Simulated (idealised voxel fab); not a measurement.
Process module in this document: voxel self aligned contacts
Section cut is 265 nm wide and gridded with 5 nm square cells.
A cross-section is written here as square cells arranged in a grid, and it is given in bands from the top down, each band taking up one or more rows of cells. Band entry format. Leading values: height of top, height of bottom, nm. Remainder: materials in left-to-right order, each with its width in nm. Special words: "edge to edge" on a single material, which then fills the band edge to edge; "empty", empty space. The level at which height equals 0 is the one under which the wafer, as it arrives, is entirely one material. No lower edge exists for the bottom band, which continues downward and is notated as in "0..down". Graded width ("30..40"): value in top row of band = first number; value in bottom row = second number; row-to-row change constant. Take "no alteration" at face value: in the step it is given for, the cross-section changed in none of its cells. "Unvented voids": sealed empty spaces, 8 cells or more, no open way to top, listed width x height at distance, with distance from the left edge and width, height and distance in nm. That trailing text on a step's line, after the settings, is the simulator's own remark on the step. overlay nm: how far to the right of its planned place the mask lay on this masked step (negative: to the left).

So here's the lineup of process steps we planned:
1 RECEIVE: material Si
2 CONFORMAL_DEP: material SiO2, thk nm 5
3 DIRECTIONAL_DEP: material polySi, thk nm 25
4 DIRECTIONAL_DEP: material SiN, thk nm 20
5 PATTERN: tone cover, mask id GATE, material resist, width nm 30, pitch nm 70, thk nm 20, overlay nm 0
6 DIRECTIONAL_ETCH: etch materials SiN, depth nm 20
7 DIRECTIONAL_ETCH: etch materials polySi, depth nm 25
8 STRIP: etch materials resist
9 CONFORMAL_DEP: material SiN, thk nm 10
10 DIRECTIONAL_ETCH: etch materials SiN, depth nm 10
11 FILL_DEP: material SiO2, thk nm 15
12 CMP: height nm 60
13 MASKED_ETCH: tone open, mask id CONTACT, width nm 50, pitch nm 70, etch materials SiO2, depth nm 60, overlay nm 0
14 CONFORMAL_DEP: material TiN, thk nm 5
15 FILL_DEP: material Ru, thk nm 10
16 CMP: height nm 60
17 CONFORMAL_DEP: material SiN, thk nm 5

Account of the first of two wafers, which was processed as intended:

as received, after step 1:
- 0..down = Si edge to edge
- Unvented voids: none

Cross-section of the wafer after step 2:
- 5..0 = SiO2 edge to edge
- Under 0: no change, same as before.

Cross-section of the wafer after step 3:
- 30..5 = polySi edge to edge
- Under 5: no change, same as before.

Cross-section of the wafer after step 4:
- 50..30 = SiN edge to edge
- Under 30: no change, same as before.

Cross-section of the wafer after step 5:
- 70..50 = 45 of empty, then 30 of resist, then 40 of empty, then 30 of resist, then 40 of empty, then 30 of resist, then 50 of empty
- Under 50: no change, same as before.

Cross-section of the wafer after step 6:
- 70..50 = 45 of empty, then 30 of resist, then 40 of empty, then 30 of resist, then 40 of empty, then 30 of resist, then 50 of empty
- 50..30 = 45 of empty, then 30 of SiN, then 40 of empty, then 30 of SiN, then 40 of empty, then 30 of SiN, then 50 of empty
- Under 30: no change, same as before.

Cross-section of the wafer after step 7:
- 70..50 = 45 of empty, then 30 of resist, then 40 of empty, then 30 of resist, then 40 of empty, then 30 of resist, then 50 of empty
- 50..30 = 45 of empty, then 30 of SiN, then 40 of empty, then 30 of SiN, then 40 of empty, then 30 of SiN, then 50 of empty
- 30..5 = 45 of empty, then 30 of polySi, then 40 of empty, then 30 of polySi, then 40 of empty, then 30 of polySi, then 50 of empty
- Under 5: no change, same as before.

Cross-section of the wafer after step 8:
- 50..30 = 45 of empty, then 30 of SiN, then 40 of empty, then 30 of SiN, then 40 of empty, then 30 of SiN, then 50 of empty
- Under 30: no change, same as before.

Cross-section of the wafer after step 9:
- 60..30 = 35 of empty, then 50 of SiN, then 20 of empty, then 50 of SiN, then 20 of empty, then 50 of SiN, then 40 of empty
- 30..15 = 35 of empty, then 10 of SiN, then 30 of polySi, then 10 of SiN, then 20 of empty, then 10 of SiN, then 30 of polySi, then 10 of SiN, then 20 of empty, then 10 of SiN, then 30 of polySi, then 10 of SiN, then 40 of empty
- 15..5 = 45 of SiN, then 30 of polySi, then 40 of SiN, then 30 of polySi, then 40 of SiN, then 30 of polySi, then 50 of SiN
- Under 5: no change, same as before.

Cross-section of the wafer after step 10:
- 50..30 = 35 of empty, then 50 of SiN, then 20 of empty, then 50 of SiN, then 20 of empty, then 50 of SiN, then 40 of empty
- 30..5 = 35 of empty, then 10 of SiN, then 30 of polySi, then 10 of SiN, then 20 of empty, then 10 of SiN, then 30 of polySi, then 10 of SiN, then 20 of empty, then 10 of SiN, then 30 of polySi, then 10 of SiN, then 40 of empty
- Under 5: no change, same as before.

Cross-section of the wafer after step 11:
- 65..50 = SiO2 edge to edge
- 50..30 = 35 of SiO2, then 50 of SiN, then 20 of SiO2, then 50 of SiN, then 20 of SiO2, then 50 of SiN, then 40 of SiO2
- 30..5 = 35 of SiO2, then 10 of SiN, then 30 of polySi, then 10 of SiN, then 20 of SiO2, then 10 of SiN, then 30 of polySi, then 10 of SiN, then 20 of SiO2, then 10 of SiN, then 30 of polySi, then 10 of SiN, then 40 of SiO2
- Under 5: no change, same as before.

Cross-section of the wafer after step 12:
- 60..50 = SiO2 edge to edge
- Under 50: no change, same as before.

Cross-section of the wafer after step 13:
- 60..50 = 70 of SiO2, then 50 of empty, then 20 of SiO2, then 50 of empty, then 75 of SiO2
- 50..30 = 35 of SiO2, then 50 of SiN, then 20 of empty, then 50 of SiN, then 20 of empty, then 50 of SiN, then 40 of SiO2
- 30..5 = 35 of SiO2, then 10 of SiN, then 30 of polySi, then 10 of SiN, then 20 of empty, then 10 of SiN, then 30 of polySi, then 10 of SiN, then 20 of empty, then 10 of SiN, then 30 of polySi, then 10 of SiN, then 40 of SiO2
- 5..0 = 85 of SiO2, then 20 of empty, then 50 of SiO2, then 20 of empty, then 90 of SiO2
- Under 0: no change, same as before.

Cross-section of the wafer after step 14:
- 65..60 = 75 of TiN, then 40 of empty, then 30 of TiN, then 40 of empty, then 80 of TiN
- 60..50 = 70 of SiO2, then 5..20 of TiN, then 40..10 of empty, then 5..20 of TiN, then 20 of SiO2, then 5..20 of TiN, then 40..10 of empty, then 5..20 of TiN, then 75 of SiO2
- 50..30 = 35 of SiO2, then 50 of SiN, then 5 of TiN, then 10 of empty, then 5 of TiN, then 50 of SiN, then 5 of TiN, then 10 of empty, then 5 of TiN, then 50 of SiN, then 40 of SiO2
- 30..5 = 35 of SiO2, then 10 of SiN, then 30 of polySi, then 10 of SiN, then 5 of TiN, then 10 of empty, then 5 of TiN, then 10 of SiN, then 30 of polySi, then 10 of SiN, then 5 of TiN, then 10 of empty, then 5 of TiN, then 10 of SiN, then 30 of polySi, then 10 of SiN, then 40 of SiO2
- 5..0 = 85 of SiO2, then 20 of TiN, then 50 of SiO2, then 20 of TiN, then 90 of SiO2
- Under 0: no change, same as before.

Cross-section of the wafer after step 15:
- 75..65 = Ru edge to edge
- 65..60 = 75 of TiN, then 40 of Ru, then 30 of TiN, then 40 of Ru, then 80 of TiN
- 60..50 = 70 of SiO2, then 5..20 of TiN, then 40..10 of Ru, then 5..20 of TiN, then 20 of SiO2, then 5..20 of TiN, then 40..10 of Ru, then 5..20 of TiN, then 75 of SiO2
- 50..30 = 35 of SiO2, then 50 of SiN, then 5 of TiN, then 10 of Ru, then 5 of TiN, then 50 of SiN, then 5 of TiN, then 10 of Ru, then 5 of TiN, then 50 of SiN, then 40 of SiO2
- 30..5 = 35 of SiO2, then 10 of SiN, then 30 of polySi, then 10 of SiN, then 5 of TiN, then 10 of Ru, then 5 of TiN, then 10 of SiN, then 30 of polySi, then 10 of SiN, then 5 of TiN, then 10 of Ru, then 5 of TiN, then 10 of SiN, then 30 of polySi, then 10 of SiN, then 40 of SiO2
- Under 5: no change, same as before.

Cross-section of the wafer after step 16:
- 60..50 = 70 of SiO2, then 5..20 of TiN, then 40..10 of Ru, then 5..20 of TiN, then 20 of SiO2, then 5..20 of TiN, then 40..10 of Ru, then 5..20 of TiN, then 75 of SiO2
- Under 50: no change, same as before.

Cross-section of the wafer after step 17:
- 65..60 = SiN edge to edge
- Under 60: no change, same as before.

The second wafer was prepared from the same starting point and under the same plan as the first; its processing contained one mistake, and it remains indistinguishable from the first wafer up to and including step 8:

Second wafer, section view, time point: scheduled end of step 9:
- 40..30 = 45 of empty, then 30 of SiN, then 40 of empty, then 30 of SiN, then 40 of empty, then 30 of SiN, then 50 of empty
- Under 30: no change, same as before.

Second wafer, section view, time point: scheduled end of step 10:
- 50..30 = 35 of empty, then 50 of SiN, then 20 of empty, then 50 of SiN, then 20 of empty, then 50 of SiN, then 40 of empty
- 30..15 = 35 of empty, then 10 of SiN, then 30 of polySi, then 10 of SiN, then 20 of empty, then 10 of SiN, then 30 of polySi, then 10 of SiN, then 20 of empty, then 10 of SiN, then 30 of polySi, then 10 of SiN, then 40 of empty
- 15..5 = 45 of SiN, then 30 of polySi, then 40 of SiN, then 30 of polySi, then 40 of SiN, then 30 of polySi, then 50 of SiN
- Under 5: no change, same as before.

Second wafer, section view, time point: scheduled end of step 11:
- 65..50 = SiO2 edge to edge
- 50..30 = 35 of SiO2, then 50 of SiN, then 20 of SiO2, then 50 of SiN, then 20 of SiO2, then 50 of SiN, then 40 of SiO2
- 30..15 = 35 of SiO2, then 10 of SiN, then 30 of polySi, then 10 of SiN, then 20 of SiO2, then 10 of SiN, then 30 of polySi, then 10 of SiN, then 20 of SiO2, then 10 of SiN, then 30 of polySi, then 10 of SiN, then 40 of SiO2
- Under 15: no change, same as before.

Second wafer, section view, time point: scheduled end of step 12:
- 60..50 = SiO2 edge to edge
- Under 50: no change, same as before.

Second wafer, section view, time point: scheduled end of step 13:
- 60..50 = 70 of SiO2, then 50 of empty, then 20 of SiO2, then 50 of empty, then 75 of SiO2
- 50..30 = 35 of SiO2, then 50 of SiN, then 20 of empty, then 50 of SiN, then 20 of empty, then 50 of SiN, then 40 of SiO2
- 30..15 = 35 of SiO2, then 10 of SiN, then 30 of polySi, then 10 of SiN, then 20 of empty, then 10 of SiN, then 30 of polySi, then 10 of SiN, then 20 of empty, then 10 of SiN, then 30 of polySi, then 10 of SiN, then 40 of SiO2
- Under 15: no change, same as before.

Second wafer, section view, time point: scheduled end of step 14:
- 65..60 = 75 of TiN, then 40 of empty, then 30 of TiN, then 40 of empty, then 80 of TiN
- 60..50 = 70 of SiO2, then 5..20 of TiN, then 40..10 of empty, then 5..20 of TiN, then 20 of SiO2, then 5..20 of TiN, then 40..10 of empty, then 5..20 of TiN, then 75 of SiO2
- 50..30 = 35 of SiO2, then 50 of SiN, then 5 of TiN, then 10 of empty, then 5 of TiN, then 50 of SiN, then 5 of TiN, then 10 of empty, then 5 of TiN, then 50 of SiN, then 40 of SiO2
- 30..20 = 35 of SiO2, then 10 of SiN, then 30 of polySi, then 10 of SiN, then 5 of TiN, then 10 of empty, then 5 of TiN, then 10 of SiN, then 30 of polySi, then 10 of SiN, then 5 of TiN, then 10 of empty, then 5 of TiN, then 10 of SiN, then 30 of polySi, then 10 of SiN, then 40 of SiO2
- 20..15 = 35 of SiO2, then 10 of SiN, then 30 of polySi, then 10 of SiN, then 20 of TiN, then 10 of SiN, then 30 of polySi, then 10 of SiN, then 20 of TiN, then 10 of SiN, then 30 of polySi, then 10 of SiN, then 40 of SiO2
- Under 15: no change, same as before.

Second wafer, section view, time point: scheduled end of step 15:
- 75..65 = Ru edge to edge
- 65..60 = 75 of TiN, then 40 of Ru, then 30 of TiN, then 40 of Ru, then 80 of TiN
- 60..50 = 70 of SiO2, then 5..20 of TiN, then 40..10 of Ru, then 5..20 of TiN, then 20 of SiO2, then 5..20 of TiN, then 40..10 of Ru, then 5..20 of TiN, then 75 of SiO2
- 50..30 = 35 of SiO2, then 50 of SiN, then 5 of TiN, then 10 of Ru, then 5 of TiN, then 50 of SiN, then 5 of TiN, then 10 of Ru, then 5 of TiN, then 50 of SiN, then 40 of SiO2
- 30..20 = 35 of SiO2, then 10 of SiN, then 30 of polySi, then 10 of SiN, then 5 of TiN, then 10 of Ru, then 5 of TiN, then 10 of SiN, then 30 of polySi, then 10 of SiN, then 5 of TiN, then 10 of Ru, then 5 of TiN, then 10 of SiN, then 30 of polySi, then 10 of SiN, then 40 of SiO2
- Under 20: no change, same as before.

Second wafer, section view, time point: scheduled end of step 16:
- 60..50 = 70 of SiO2, then 5..20 of TiN, then 40..10 of Ru, then 5..20 of TiN, then 20 of SiO2, then 5..20 of TiN, then 40..10 of Ru, then 5..20 of TiN, then 75 of SiO2
- Under 50: no change, same as before.

Second wafer, section view, time point: scheduled end of step 17:
- 65..60 = SiN edge to edge
- Under 60: no change, same as before.
Here's what went sideways: note: step 9 <-> step 10, run order reversed vs plan
at the end the second wafer has, in cells: 12 fewer of Ru; 46 more of SiN; 22 fewer of SiO2; 12 fewer of TiN
